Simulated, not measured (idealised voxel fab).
process module | voxel transistor to metal
cross-section cut | 265 nm wide | cells 5 nm
A cross-section is a grid of square cells, given in bands from the top down. A band is one or more rows of cells.
Each band's line starts with the height of the band's top and of its bottom, in nm. Then come its materials from left to right, each with its width in nm. One material with "throughout" fills the band from edge to edge. "air" is empty space.
Height 0 is the level under which the wafer as received is all one material. The lowest band goes on downwards, as in "0 down".
A width such as "30 to 40" changes by the same amount from each row of cells to the next, from the band's top row to its bottom row.
"no change" after a step means that no cell of the cross-section changed.
closed voids: empty space of 8 cells or more with no open way to the top, each as width x height at its distance from the left edge, in nm
after a step's settings: what the simulator itself notes on the step
overlay nm, on a step with a mask: how far to the right of its planned place the mask lay; to the left if negative
Each pair below shows a cross-section before one step and the cross-section after it, down to the lowest band that changed. The line under each pair gives the step between them, with its settings. The pairs can come from different runs of this module on the same starting wafer, so a pair continues from the pair above only where its "before" says so.
before
  0 down: Si throughout
  closed voids: none
after
  0 to -5: SiO2 throughout
  below -5: unchanged
  closed voids: none
the step between: op OXIDIZE | depth nm 5
before: the cross-section after the pair above
after
  15 to 0: SiN throughout
  below 0: unchanged
  closed voids: none
the step between: op CONFORMAL_DEP | material SiN | thk nm 15
before: the cross-section after the pair above
after
  15 to 0: air 15 | SiN 105 | air 25 | SiN 105 | air 15
  below 0: unchanged
  closed voids: none
the step between: op MASKED_ETCH | tone cover | mask id ACTIVE | width nm 105 | pitch nm 130 | etch materials SiN | depth nm 15 | overlay nm 0
before: the cross-section after the pair above
after
  15 to 0: air 15 | SiN 105 | air 25 | SiN 105 | air 15
  0 to -5: air 15 | SiO2 105 | air 25 | SiO2 105 | air 15
  below -5: unchanged
  closed voids: none
the step between: op MASKED_ETCH | tone cover | mask id ACTIVE | width nm 105 | pitch nm 130 | etch materials SiO2 | depth nm 5 | overlay nm 0
before: the cross-section after the pair above
after
  15 to 0: air 15 | SiN 105 | air 25 | SiN 105 | air 15
  0 to -5: air 15 | SiO2 105 | air 25 | SiO2 105 | air 15
  -5 to -35: air 15 | Si 105 | air 25 | Si 105 | air 15
  below -35: unchanged
  closed voids: none
the step between: op MASKED_ETCH | tone cover | mask id ACTIVE | width nm 105 | pitch nm 130 | etch materials Si | depth nm 30 | overlay nm 0
before: the cross-section after the pair above
after
  15 to 0: air 15 | SiN 105 | air 25 | SiN 105 | air 15
  0 to -5: air 15 | SiO2 105 | air 25 | SiO2 105 | air 15
  -5 to -35: air 15 | SiO2 5 | Si 95 | SiO2 5 | air 25 | SiO2 5 | Si 95 | SiO2 5 | air 15
  -35 to -40: SiO2 20 | Si 95 | SiO2 35 | Si 95 | SiO2 20
  below -40: unchanged
  closed voids: none
the step between: op OXIDIZE | depth nm 5
before: the cross-section after the pair above
after
  20 to 15: SiO2 throughout
  15 to 0: SiO2 15 | SiN 105 | SiO2 25 | SiN 105 | SiO2 15
  0 to -5: SiO2 throughout
  -5 to -40: SiO2 20 | Si 95 | SiO2 35 | Si 95 | SiO2 20
  below -40: unchanged
  closed voids: none
the step between: op FILL_DEP | material SiO2 | thk nm 5
before: the cross-section after the pair above
after
  15 to 0: SiO2 15 | SiN 105 | SiO2 25 | SiN 105 | SiO2 15
  below 0: unchanged
  closed voids: none
the step between: op CMP | height nm 15
before: the cross-section after the pair above
after
  15 to 5: air 15 | SiN 105 | air 25 | SiN 105 | air 15
  below 5: unchanged
  closed voids: none
the step between: op SELECTIVE_ETCH | etch materials SiO2 | depth nm 10
before: the cross-section after the pair above
after
  5 to 0: SiO2 15 | air 105 | SiO2 25 | air 105 | SiO2 15
  below 0: unchanged
  closed voids: none
the step between: op STRIP | etch materials SiN
before: the cross-section after the pair above
after
  0 to -5: SiO2 10 | air 115 | SiO2 15 | air 115 | SiO2 10
  below -5: unchanged
  closed voids: none
the step between: op SELECTIVE_ETCH | etch materials SiO2 | depth nm 5
before: the cross-section after the pair above
after
  0 to -5: SiO2 10 | air 115 | SiO2 15 | air 115 | SiO2 10
  -5 to -10: SiO2 throughout
  below -10: unchanged
  closed voids: none
the step between: op OXIDIZE | depth nm 5
before: the cross-section after the pair above
after
  20 to 15: polySi 10 | air 115 | polySi 15 | air 115 | polySi 10
  15 to 0: polySi throughout
  0 to -5: SiO2 10 | polySi 115 | SiO2 15 | polySi 115 | SiO2 10
  below -5: unchanged
  closed voids: none
the step between: op DIRECTIONAL_DEP | material polySi | thk nm 20
before: the cross-section after the pair above
after
  35 to 30: SiCN 10 | air 115 | SiCN 15 | air 115 | SiCN 10
  30 to 20: SiCN throughout
  20 to 15: polySi 10 | SiCN 115 | polySi 15 | SiCN 115 | polySi 10
  below 15: unchanged
  closed voids: none
the step between: op DIRECTIONAL_DEP | material SiCN | thk nm 15
before: the cross-section after the pair above
after
  50 to 45: aC 10 | air 115 | aC 15 | air 115 | aC 10
  45 to 35: aC throughout
  35 to 30: SiCN 10 | aC 115 | SiCN 15 | aC 115 | SiCN 10
  below 30: unchanged
  closed voids: none
the step between: op DIRECTIONAL_DEP | material aC | thk nm 15
before: the cross-section after the pair above
after
  85 to 50: air 60 | resist 15 | air 115 | resist 15 | air 60
  50 to 45: aC 10 | air 50 | resist 15 | air 50 | aC 15 | air 50 | resist 15 | air 50 | aC 10
  below 45: unchanged
  closed voids: none
the step between: op PATTERN | tone cover | mask id GATE | material resist | width nm 15 | pitch nm 130 | thk nm 35 | overlay nm 0
before: the cross-section after the pair above
after
  70 to 45: air 60 | resist 15 | air 115 | resist 15 | air 60
  45 to 35: air 60 | aC 15 | air 115 | aC 15 | air 60
  35 to 30: SiCN 10 | air 50 | aC 15 | air 50 | SiCN 15 | air 50 | aC 15 | air 50 | SiCN 10
  below 30: unchanged
  closed voids: none
the step between: op DIRECTIONAL_ETCH | etch materials aC | depth nm 15
before: the cross-section after the pair above
after
  45 to 35: air 60 | aC 15 | air 115 | aC 15 | air 60
  below 35: unchanged
  closed voids: none
the step between: op STRIP | etch materials resist
before: the cross-section after the pair above
after
  45 to 30: air 60 | aC 15 | air 115 | aC 15 | air 60
  30 to 20: air 60 | SiCN 15 | air 115 | SiCN 15 | air 60
  20 to 15: polySi 10 | air 50 | SiCN 15 | air 50 | polySi 15 | air 50 | SiCN 15 | air 50 | polySi 10
  below 15: unchanged
  closed voids: none
the step between: op DIRECTIONAL_ETCH | etch materials SiCN | depth nm 25
before: the cross-section after the pair above
after
  45 to 30: air 60 | aC 15 | air 115 | aC 15 | air 60
  30 to 15: air 60 | SiCN 15 | air 115 | SiCN 15 | air 60
  15 to 0: air 60 | polySi 15 | air 115 | polySi 15 | air 60
  0 to -5: SiO2 10 | air 50 | polySi 15 | air 50 | SiO2 15 | air 50 | polySi 15 | air 50 | SiO2 10
  below -5: unchanged
  closed voids: none
the step between: op DIRECTIONAL_ETCH | etch materials polySi | depth nm 30
before: the cross-section after the pair above
after
  30 to 15: air 60 | SiCN 15 | air 115 | SiCN 15 | air 60
  below 15: unchanged
  closed voids: none
the step between: op STRIP | etch materials aC
before: the cross-section after the pair above
after
  35 to 30: air 55 | SiO2 25 | air 105 | SiO2 25 | air 55
  30 to 15: air 55 | SiO2 5 | SiCN 15 | SiO2 5 | air 105 | SiO2 5 | SiCN 15 | SiO2 5 | air 55
  15 to 5: air 55 | SiO2 5 | polySi 15 | SiO2 5 | air 105 | SiO2 5 | polySi 15 | SiO2 5 | air 55
  5 to 0: SiO2 15 | air 40 | SiO2 5 | polySi 15 | SiO2 5 | air 40 | SiO2 25 | air 40 | SiO2 5 | polySi 15 | SiO2 5 | air 40 | SiO2 15
  0 to -5: SiO2 60 | polySi 15 | SiO2 115 | polySi 15 | SiO2 60
  below -5: unchanged
  closed voids: none
the step between: op CONFORMAL_DEP | material SiO2 | thk nm 5
before: the cross-section after the pair above
after
  30 to 15: air 55 | SiO2 5 | SiCN 15 | SiO2 5 | air 105 | SiO2 5 | SiCN 15 | SiO2 5 | air 55
  15 to 0: air 55 | SiO2 5 | polySi 15 | SiO2 5 | air 105 | SiO2 5 | polySi 15 | SiO2 5 | air 55
  0 to -5: SiO2 15 | air 40 | SiO2 5 | polySi 15 | SiO2 5 | air 40 | SiO2 25 | air 40 | SiO2 5 | polySi 15 | SiO2 5 | air 40 | SiO2 15
  below -5: unchanged
  closed voids: none
the step between: op DIRECTIONAL_ETCH | etch materials SiO2 | depth nm 5
before: the cross-section after the pair above
after
  40 to 30: air 45 | SiN 45 | air 85 | SiN 45 | air 45
  30 to 15: air 45 | SiN 10 | SiO2 5 | SiCN 15 | SiO2 5 | SiN 10 | air 85 | SiN 10 | SiO2 5 | SiCN 15 | SiO2 5 | SiN 10 | air 45
  15 to 10: air 45 | SiN 10 | SiO2 5 | polySi 15 | SiO2 5 | SiN 10 | air 85 | SiN 10 | SiO2 5 | polySi 15 | SiO2 5 | SiN 10 | air 45
  10 to 5: SiN 25 | air 20 | SiN 10 | SiO2 5 | polySi 15 | SiO2 5 | SiN 10 | air 20 | SiN 45 | air 20 | SiN 10 | SiO2 5 | polySi 15 | SiO2 5 | SiN 10 | air 20 | SiN 25
  5 to 0: SiN 55 | SiO2 5 | polySi 15 | SiO2 5 | SiN 105 | SiO2 5 | polySi 15 | SiO2 5 | SiN 55
  0 to -5: SiO2 15 | SiN 40 | SiO2 5 | polySi 15 | SiO2 5 | SiN 40 | SiO2 25 | SiN 40 | SiO2 5 | polySi 15 | SiO2 5 | SiN 40 | SiO2 15
  below -5: unchanged
  closed voids: none
the step between: op CONFORMAL_DEP | material SiN | thk nm 10
before: the cross-section after the pair above
after
  30 to 15: air 45 | SiN 10 | SiO2 5 | SiCN 15 | SiO2 5 | SiN 10 | air 85 | SiN 10 | SiO2 5 | SiCN 15 | SiO2 5 | SiN 10 | air 45
  15 to 0: air 45 | SiN 10 | SiO2 5 | polySi 15 | SiO2 5 | SiN 10 | air 85 | SiN 10 | SiO2 5 | polySi 15 | SiO2 5 | SiN 10 | air 45
  0 to -5: SiO2 15 | SiN 10 | air 20 | SiN 10 | SiO2 5 | polySi 15 | SiO2 5 | SiN 10 | air 20 | SiN 10 | SiO2 25 | SiN 10 | air 20 | SiN 10 | SiO2 5 | polySi 15 | SiO2 5 | SiN 10 | air 20 | SiN 10 | SiO2 15
  below -5: unchanged
  closed voids: none
the step between: op DIRECTIONAL_ETCH | etch materials SiN | depth nm 10
before: the cross-section after the pair above
after
  30 to 25: air 45 | SiN 10 | air 5 | SiCN 15 | air 5 | SiN 10 | air 85 | SiN 10 | air 5 | SiCN 15 | air 5 | SiN 10 | air 45
  25 to 15: air 45 | SiN 10 | SiO2 5 | SiCN 15 | SiO2 5 | SiN 10 | air 85 | SiN 10 | SiO2 5 | SiCN 15 | SiO2 5 | SiN 10 | air 45
  15 to 0: air 45 | SiN 10 | SiO2 5 | polySi 15 | SiO2 5 | SiN 10 | air 85 | SiN 10 | SiO2 5 | polySi 15 | SiO2 5 | SiN 10 | air 45
  0 to -5: air 15 | SiN 10 | air 20 | SiN 10 | SiO2 5 | polySi 15 | SiO2 5 | SiN 10 | air 20 | SiN 10 | air 25 | SiN 10 | air 20 | SiN 10 | SiO2 5 | polySi 15 | SiO2 5 | SiN 10 | air 20 | SiN 10 | air 15
  -5 to -10: SiO2 25 | air 20 | SiO2 45 | air 20 | SiO2 45 | air 20 | SiO2 45 | air 20 | SiO2 25
  below -10: unchanged
  closed voids: none
the step between: op DIRECTIONAL_ETCH | etch materials SiO2 | depth nm 5
before: the cross-section after the pair above
after
  30 to 25: air 45 | SiN 10 | air 5 | SiCN 15 | air 5 | SiN 10 | air 85 | SiN 10 | air 5 | SiCN 15 | air 5 | SiN 10 | air 45
  25 to 15: air 45 | SiN 10 | SiO2 5 | SiCN 15 | SiO2 5 | SiN 10 | air 85 | SiN 10 | SiO2 5 | SiCN 15 | SiO2 5 | SiN 10 | air 45
  15 to 0: air 45 | SiN 10 | SiO2 5 | polySi 15 | SiO2 5 | SiN 10 | air 85 | SiN 10 | SiO2 5 | polySi 15 | SiO2 5 | SiN 10 | air 45
  0 to -5: air 15 | SiN 10 | air 20 | SiN 10 | SiO2 5 | polySi 15 | SiO2 5 | SiN 10 | air 20 | SiN 10 | air 25 | SiN 10 | air 20 | SiN 10 | SiO2 5 | polySi 15 | SiO2 5 | SiN 10 | air 20 | SiN 10 | air 15
  -5 to -10: SiO2 25 | air 20 | SiO2 45 | air 20 | SiO2 45 | air 20 | SiO2 45 | air 20 | SiO2 25
  -10 to -25: SiO2 20 | Si 5 | air 20 | Si 45 | air 20 | Si 5 | SiO2 35 | Si 5 | air 20 | Si 45 | air 20 | Si 5 | SiO2 20
  below -25: unchanged
  closed voids: none
the step between: op DIRECTIONAL_ETCH | etch materials Si | depth nm 15
before: the cross-section after the pair above
after
  30 to 25: air 45 | SiN 10 | air 5 | SiCN 15 | air 5 | SiN 10 | air 85 | SiN 10 | air 5 | SiCN 15 | air 5 | SiN 10 | air 45
  25 to 15: air 45 | SiN 10 | SiO2 5 | SiCN 15 | SiO2 5 | SiN 10 | air 85 | SiN 10 | SiO2 5 | SiCN 15 | SiO2 5 | SiN 10 | air 45
  15 to 5: air 45 | SiN 10 | SiO2 5 | polySi 15 | SiO2 5 | SiN 10 | air 85 | SiN 10 | SiO2 5 | polySi 15 | SiO2 5 | SiN 10 | air 45
  5 to 0: air 20 | SiGe 25 | SiN 10 | SiO2 5 | polySi 15 | SiO2 5 | SiN 10 | SiGe 25 | air 35 | SiGe 25 | SiN 10 | SiO2 5 | polySi 15 | SiO2 5 | SiN 10 | SiGe 25 | air 20
  0 to -5: air 15 | SiN 10 | SiGe 20 | SiN 10 | SiO2 5 | polySi 15 | SiO2 5 | SiN 10 | SiGe 20 | SiN 10 | air 25 | SiN 10 | SiGe 20 | SiN 10 | SiO2 5 | polySi 15 | SiO2 5 | SiN 10 | SiGe 20 | SiN 10 | air 15
  -5 to -10: SiO2 25 | SiGe 20 | SiO2 45 | SiGe 20 | SiO2 45 | SiGe 20 | SiO2 45 | SiGe 20 | SiO2 25
  -10 to -25: SiO2 20 | Si 5 | SiGe 20 | Si 45 | SiGe 20 | Si 5 | SiO2 35 | Si 5 | SiGe 20 | Si 45 | SiGe 20 | Si 5 | SiO2 20
  below -25: unchanged
  closed voids: none
the step between: op EPI | material SiGe | thk nm 15
before: the cross-section after the pair above
after
  40 to 30: SiO2 throughout
  30 to 15: SiO2 45 | SiN 10 | SiO2 5 | SiCN 15 | SiO2 5 | SiN 10 | SiO2 85 | SiN 10 | SiO2 5 | SiCN 15 | SiO2 5 | SiN 10 | SiO2 45
  15 to 5: SiO2 45 | SiN 10 | SiO2 5 | polySi 15 | SiO2 5 | SiN 10 | SiO2 85 | SiN 10 | SiO2 5 | polySi 15 | SiO2 5 | SiN 10 | SiO2 45
  5 to 0: SiO2 20 | SiGe 25 | SiN 10 | SiO2 5 | polySi 15 | SiO2 5 | SiN 10 | SiGe 25 | SiO2 35 | SiGe 25 | SiN 10 | SiO2 5 | polySi 15 | SiO2 5 | SiN 10 | SiGe 25 | SiO2 20
  0 to -5: SiO2 15 | SiN 10 | SiGe 20 | SiN 10 | SiO2 5 | polySi 15 | SiO2 5 | SiN 10 | SiGe 20 | SiN 10 | SiO2 25 | SiN 10 | SiGe 20 | SiN 10 | SiO2 5 | polySi 15 | SiO2 5 | SiN 10 | SiGe 20 | SiN 10 | SiO2 15
  below -5: unchanged
  closed voids: none
the step between: op FILL_DEP | material SiO2 | thk nm 10
before: the cross-section after the pair above
after
  30 to 15: SiO2 45 | SiN 10 | SiO2 5 | SiCN 15 | SiO2 5 | SiN 10 | SiO2 85 | SiN 10 | SiO2 5 | SiCN 15 | SiO2 5 | SiN 10 | SiO2 45
  below 15: unchanged
  closed voids: none
the step between: op CMP | height nm 30
before: the cross-section after the pair above
after
  40 to 30: SiO2 throughout
  below 30: unchanged
  closed voids: none
the step between: op DIRECTIONAL_DEP | material SiO2 | thk nm 10
before: the cross-section after the pair above
after
  55 to 40: aC throughout
  below 40: unchanged
  closed voids: none
the step between: op DIRECTIONAL_DEP | material aC | thk nm 15
before: the cross-section after the pair above
after
  90 to 55: resist 20 | air 35 | resist 25 | air 35 | resist 35 | air 35 | resist 25 | air 35 | resist 20
  below 55: unchanged
  closed voids: none
the step between: op PATTERN | tone open | mask id CONTACT | material resist | width nm 35 | thk nm 35 | overlay nm 0
before: the cross-section after the pair above
after
  75 to 55: resist 20 | air 35 | resist 25 | air 35 | resist 35 | air 35 | resist 25 | air 35 | resist 20
  55 to 40: aC 20 | air 35 | aC 25 | air 35 | aC 35 | air 35 | aC 25 | air 35 | aC 20
  below 40: unchanged
  closed voids: none
the step between: op DIRECTIONAL_ETCH | etch materials aC | depth nm 15
before: the cross-section after the pair above
after
  55 to 40: aC 20 | air 35 | aC 25 | air 35 | aC 35 | air 35 | aC 25 | air 35 | aC 20
  below 40: unchanged
  closed voids: none
the step between: op STRIP | etch materials resist
before: the cross-section after the pair above
after
  55 to 40: aC 20 | air 35 | aC 25 | air 35 | aC 35 | air 35 | aC 25 | air 35 | aC 20
  40 to 30: SiO2 20 | air 35 | SiO2 25 | air 35 | SiO2 35 | air 35 | SiO2 25 | air 35 | SiO2 20
  30 to 15: SiO2 20 | air 25 | SiN 10 | SiO2 5 | SiCN 15 | SiO2 5 | SiN 10 | air 25 | SiO2 35 | air 25 | SiN 10 | SiO2 5 | SiCN 15 | SiO2 5 | SiN 10 | air 25 | SiO2 20
  15 to 5: SiO2 20 | air 25 | SiN 10 | SiO2 5 | polySi 15 | SiO2 5 | SiN 10 | air 25 | SiO2 35 | air 25 | SiN 10 | SiO2 5 | polySi 15 | SiO2 5 | SiN 10 | air 25 | SiO2 20
  below 5: unchanged
  closed voids: none
the step between: op DIRECTIONAL_ETCH | etch materials SiO2 | depth nm 35
before: the cross-section after the pair above
after
  40 to 30: SiO2 20 | air 35 | SiO2 25 | air 35 | SiO2 35 | air 35 | SiO2 25 | air 35 | SiO2 20
  below 30: unchanged
  closed voids: none
the step between: op STRIP | etch materials aC
before: the cross-section after the pair above
after
  45 to 40: TiN 25 | air 25 | TiN 35 | air 25 | TiN 45 | air 25 | TiN 35 | air 25 | TiN 25
  40 to 30: SiO2 20 | TiN 5 | air 25 to 15 | TiN 5 to 15 | SiO2 25 | TiN 5 to 15 | air 25 to 15 | TiN 5 | SiO2 35 | TiN 5 | air 25 to 15 | TiN 5 to 15 | SiO2 25 | TiN 5 to 15 | air 25 to 15 | TiN 5 | SiO2 20
  30 to 15: SiO2 20 | TiN 5 | air 15 | TiN 5 | SiN 10 | SiO2 5 | SiCN 15 | SiO2 5 | SiN 10 | TiN 5 | air 15 | TiN 5 | SiO2 35 | TiN 5 | air 15 | TiN 5 | SiN 10 | SiO2 5 | SiCN 15 | SiO2 5 | SiN 10 | TiN 5 | air 15 | TiN 5 | SiO2 20
  15 to 10: SiO2 20 | TiN 5 | air 15 | TiN 5 | SiN 10 | SiO2 5 | polySi 15 | SiO2 5 | SiN 10 | TiN 5 | air 15 | TiN 5 | SiO2 35 | TiN 5 | air 15 | TiN 5 | SiN 10 | SiO2 5 | polySi 15 | SiO2 5 | SiN 10 | TiN 5 | air 15 | TiN 5 | SiO2 20
  10 to 5: SiO2 20 | TiN 25 | SiN 10 | SiO2 5 | polySi 15 | SiO2 5 | SiN 10 | TiN 25 | SiO2 35 | TiN 25 | SiN 10 | SiO2 5 | polySi 15 | SiO2 5 | SiN 10 | TiN 25 | SiO2 20
  below 5: unchanged
  closed voids: none
the step between: op CONFORMAL_DEP | material TiN | thk nm 5
before: the cross-section after the pair above
after
  55 to 45: Ru throughout
  45 to 40: TiN 25 | Ru 25 | TiN 35 | Ru 25 | TiN 45 | Ru 25 | TiN 35 | Ru 25 | TiN 25
  40 to 30: SiO2 20 | TiN 5 | Ru 25 to 15 | TiN 5 to 15 | SiO2 25 | TiN 5 to 15 | Ru 25 to 15 | TiN 5 | SiO2 35 | TiN 5 | Ru 25 to 15 | TiN 5 to 15 | SiO2 25 | TiN 5 to 15 | Ru 25 to 15 | TiN 5 | SiO2 20
  30 to 15: SiO2 20 | TiN 5 | Ru 15 | TiN 5 | SiN 10 | SiO2 5 | SiCN 15 | SiO2 5 | SiN 10 | TiN 5 | Ru 15 | TiN 5 | SiO2 35 | TiN 5 | Ru 15 | TiN 5 | SiN 10 | SiO2 5 | SiCN 15 | SiO2 5 | SiN 10 | TiN 5 | Ru 15 | TiN 5 | SiO2 20
  15 to 10: SiO2 20 | TiN 5 | Ru 15 | TiN 5 | SiN 10 | SiO2 5 | polySi 15 | SiO2 5 | SiN 10 | TiN 5 | Ru 15 | TiN 5 | SiO2 35 | TiN 5 | Ru 15 | TiN 5 | SiN 10 | SiO2 5 | polySi 15 | SiO2 5 | SiN 10 | TiN 5 | Ru 15 | TiN 5 | SiO2 20
  below 10: unchanged
  closed voids: none
the step between: op FILL_DEP | material Ru | thk nm 10
before: the cross-section after the pair above
after
  40 to 30: SiO2 20 | TiN 5 | Ru 25 to 15 | TiN 5 to 15 | SiO2 25 | TiN 5 to 15 | Ru 25 to 15 | TiN 5 | SiO2 35 | TiN 5 | Ru 25 to 15 | TiN 5 to 15 | SiO2 25 | TiN 5 to 15 | Ru 25 to 15 | TiN 5 | SiO2 20
  below 30: unchanged
  closed voids: none
the step between: op CMP | height nm 40
before: the cross-section after the pair above
after
  45 to 40: SiN throughout
  below 40: unchanged
  closed voids: none
the step between: op CONFORMAL_DEP | material SiN | thk nm 5
before: the cross-section after the pair above
after
  65 to 45: SiO2 throughout
  below 45: unchanged
  closed voids: none
the step between: op DIRECTIONAL_DEP | material SiO2 | thk nm 20
before: the cross-section after the pair above
after
  65 to 45: SiO2 20 | air 20 | SiO2 55 | air 20 | SiO2 35 | air 20 | SiO2 55 | air 20 | SiO2 20
  below 45: unchanged
  closed voids: none
the step between: op MASKED_ETCH | tone open | mask id METAL_1 | width nm 20 | etch materials SiO2 | depth nm 20 | overlay nm 0
before: the cross-section after the pair above
after
  65 to 45: SiO2 20 | air 20 | SiO2 55 | air 20 | SiO2 35 | air 20 | SiO2 55 | air 20 | SiO2 20
  45 to 40: SiN 20 | air 20 | SiN 55 | air 20 | SiN 35 | air 20 | SiN 55 | air 20 | SiN 20
  below 40: unchanged
  closed voids: none
the step between: op MASKED_ETCH | tone open | mask id METAL_1 | width nm 20 | etch materials SiN | depth nm 5 | overlay nm 0
before: the cross-section after the pair above
after
  70 to 65: TiN 25 | air 10 | TiN 65 | air 10 | TiN 45 | air 10 | TiN 65 | air 10 | TiN 25
  65 to 45: SiO2 20 | TiN 5 | air 10 | TiN 5 | SiO2 55 | TiN 5 | air 10 | TiN 5 | SiO2 35 | TiN 5 | air 10 | TiN 5 | SiO2 55 | TiN 5 | air 10 | TiN 5 | SiO2 20
  45 to 40: SiN 20 | TiN 20 | SiN 55 | TiN 20 | SiN 35 | TiN 20 | SiN 55 | TiN 20 | SiN 20
  below 40: unchanged
  closed voids: none
the step between: op CONFORMAL_DEP | material TiN | thk nm 5
before: the cross-section after the pair above
after
  80 to 70: Cu throughout
  70 to 65: TiN 25 | Cu 10 | TiN 65 | Cu 10 | TiN 45 | Cu 10 | TiN 65 | Cu 10 | TiN 25
  65 to 45: SiO2 20 | TiN 5 | Cu 10 | TiN 5 | SiO2 55 | TiN 5 | Cu 10 | TiN 5 | SiO2 35 | TiN 5 | Cu 10 | TiN 5 | SiO2 55 | TiN 5 | Cu 10 | TiN 5 | SiO2 20
  below 45: unchanged
  closed voids: none
the step between: op FILL_DEP | material Cu | thk nm 10
before: the cross-section after the pair above
after
  65 to 45: SiO2 20 | TiN 5 | Cu 10 | TiN 5 | SiO2 55 | TiN 5 | Cu 10 | TiN 5 | SiO2 35 | TiN 5 | Cu 10 | TiN 5 | SiO2 55 | TiN 5 | Cu 10 | TiN 5 | SiO2 20
  below 45: unchanged
  closed voids: none
the step between: op CMP | height nm 65
before: the cross-section after the pair above
after
  70 to 65: SiCN throughout
  below 65: unchanged
  closed voids: none
the step between: op CONFORMAL_DEP | material SiCN | thk nm 5
before
  55 to 45: Ru throughout
  45 to 40: TiN 25 | Ru 25 | TiN 35 | Ru 25 | TiN 45 | Ru 25 | TiN 35 | Ru 25 | TiN 25
  40 to 30: SiO2 20 | TiN 5 | Ru 25 to 15 | TiN 5 to 15 | SiO2 25 | TiN 5 to 15 | Ru 25 to 15 | TiN 5 | SiO2 35 | TiN 5 | Ru 25 to 15 | TiN 5 to 15 | SiO2 25 | TiN 5 to 15 | Ru 25 to 15 | TiN 5 | SiO2 20
  30 to 15: SiO2 20 | TiN 5 | Ru 15 | TiN 5 | SiN 10 | SiO2 5 | SiCN 15 | SiO2 5 | SiN 10 | TiN 5 | Ru 15 | TiN 5 | SiO2 35 | TiN 5 | Ru 15 | TiN 5 | SiN 10 | SiO2 5 | SiCN 15 | SiO2 5 | SiN 10 | TiN 5 | Ru 15 | TiN 5 | SiO2 20
  15 to 10: SiO2 20 | TiN 5 | Ru 15 | TiN 5 | SiN 10 | SiO2 5 | polySi 15 | SiO2 5 | SiN 10 | TiN 5 | Ru 15 | TiN 5 | SiO2 35 | TiN 5 | Ru 15 | TiN 5 | SiN 10 | SiO2 5 | polySi 15 | SiO2 5 | SiN 10 | TiN 5 | Ru 15 | TiN 5 | SiO2 20
  10 to 5: SiO2 20 | TiN 25 | SiN 10 | SiO2 5 | polySi 15 | SiO2 5 | SiN 10 | TiN 25 | SiO2 35 | TiN 25 | SiN 10 | SiO2 5 | polySi 15 | SiO2 5 | SiN 10 | TiN 25 | SiO2 20
  5 to 0: SiO2 20 | SiGe 25 | SiN 10 | SiO2 5 | polySi 15 | SiO2 5 | SiN 10 | SiGe 25 | SiO2 35 | SiGe 25 | SiN 10 | SiO2 5 | polySi 15 | SiO2 5 | SiN 10 | SiGe 25 | SiO2 20
  0 to -5: SiO2 15 | SiN 10 | SiGe 20 | SiN 10 | SiO2 5 | polySi 15 | SiO2 5 | SiN 10 | SiGe 20 | SiN 10 | SiO2 25 | SiN 10 | SiGe 20 | SiN 10 | SiO2 5 | polySi 15 | SiO2 5 | SiN 10 | SiGe 20 | SiN 10 | SiO2 15
  -5 to -10: SiO2 25 | SiGe 20 | SiO2 45 | SiGe 20 | SiO2 45 | SiGe 20 | SiO2 45 | SiGe 20 | SiO2 25
  -10 to -25: SiO2 20 | Si 5 | SiGe 20 | Si 45 | SiGe 20 | Si 5 | SiO2 35 | Si 5 | SiGe 20 | Si 45 | SiGe 20 | Si 5 | SiO2 20
  -25 to -40: SiO2 20 | Si 95 | SiO2 35 | Si 95 | SiO2 20
  -40 down: Si throughout
  closed voids: none
after
  60 to 55: SiN throughout
  below 55: unchanged
  closed voids: none
the step between: op CONFORMAL_DEP | material SiN | thk nm 5
before: the cross-section after the pair above
after
  80 to 60: SiO2 throughout
  below 60: unchanged
  closed voids: none
the step between: op DIRECTIONAL_DEP | material SiO2 | thk nm 20
before: the cross-section after the pair above
after
  80 to 60: SiO2 20 | air 20 | SiO2 55 | air 20 | SiO2 35 | air 20 | SiO2 55 | air 20 | SiO2 20
  below 60: unchanged
  closed voids: none
the step between: op MASKED_ETCH | tone open | mask id METAL_1 | width nm 20 | etch materials SiO2 | depth nm 20 | overlay nm 0
before: the cross-section after the pair above
after
  80 to 60: SiO2 20 | air 20 | SiO2 55 | air 20 | SiO2 35 | air 20 | SiO2 55 | air 20 | SiO2 20
  60 to 55: SiN 20 | air 20 | SiN 55 | air 20 | SiN 35 | air 20 | SiN 55 | air 20 | SiN 20
  below 55: unchanged
  closed voids: none
the step between: op MASKED_ETCH | tone open | mask id METAL_1 | width nm 20 | etch materials SiN | depth nm 5 | overlay nm 0
before: the cross-section after the pair above
after
  85 to 80: TiN 25 | air 10 | TiN 65 | air 10 | TiN 45 | air 10 | TiN 65 | air 10 | TiN 25
  80 to 60: SiO2 20 | TiN 5 | air 10 | TiN 5 | SiO2 55 | TiN 5 | air 10 | TiN 5 | SiO2 35 | TiN 5 | air 10 | TiN 5 | SiO2 55 | TiN 5 | air 10 | TiN 5 | SiO2 20
  60 to 55: SiN 20 | TiN 20 | SiN 55 | TiN 20 | SiN 35 | TiN 20 | SiN 55 | TiN 20 | SiN 20
  below 55: unchanged
  closed voids: none
the step between: op CONFORMAL_DEP | material TiN | thk nm 5
before: the cross-section after the pair above
after
  95 to 85: Cu throughout
  85 to 80: TiN 25 | Cu 10 | TiN 65 | Cu 10 | TiN 45 | Cu 10 | TiN 65 | Cu 10 | TiN 25
  80 to 60: SiO2 20 | TiN 5 | Cu 10 | TiN 5 | SiO2 55 | TiN 5 | Cu 10 | TiN 5 | SiO2 35 | TiN 5 | Cu 10 | TiN 5 | SiO2 55 | TiN 5 | Cu 10 | TiN 5 | SiO2 20
  below 60: unchanged
  closed voids: none
the step between: op FILL_DEP | material Cu | thk nm 10
before: the cross-section after the pair above
after
  65 to 60: SiO2 20 | TiN 5 | Cu 10 | TiN 5 | SiO2 55 | TiN 5 | Cu 10 | TiN 5 | SiO2 35 | TiN 5 | Cu 10 | TiN 5 | SiO2 55 | TiN 5 | Cu 10 | TiN 5 | SiO2 20
  below 60: unchanged
  closed voids: none
the step between: op CMP | height nm 65
before: the cross-section after the pair above
after
  70 to 65: SiCN throughout
  below 65: unchanged
  closed voids: none
the step between: op CONFORMAL_DEP | material SiCN | thk nm 5
before
  35 to 30: SiCN 10 | air 115 | SiCN 15 | air 115 | SiCN 10
  30 to 20: SiCN throughout
  20 to 15: polySi 10 | SiCN 115 | polySi 15 | SiCN 115 | polySi 10
  15 to 0: polySi throughout
  0 to -5: SiO2 10 | polySi 115 | SiO2 15 | polySi 115 | SiO2 10
  -5 to -10: SiO2 throughout
  -10 to -40: SiO2 20 | Si 95 | SiO2 35 | Si 95 | SiO2 20
  -40 down: Si throughout
  closed voids: none
after
  50 to 45: SiCN 10 | air 115 | SiCN 15 | air 115 | SiCN 10
  45 to 20: SiCN throughout
  below 20: unchanged
  closed voids: none
the step between: op DIRECTIONAL_DEP | material SiCN | thk nm 15
before: the cross-section after the pair above
after
  65 to 60: aC 10 | air 115 | aC 15 | air 115 | aC 10
  60 to 50: aC throughout
  50 to 45: SiCN 10 | aC 115 | SiCN 15 | aC 115 | SiCN 10
  below 45: unchanged
  closed voids: none
the step between: op DIRECTIONAL_DEP | material aC | thk nm 15
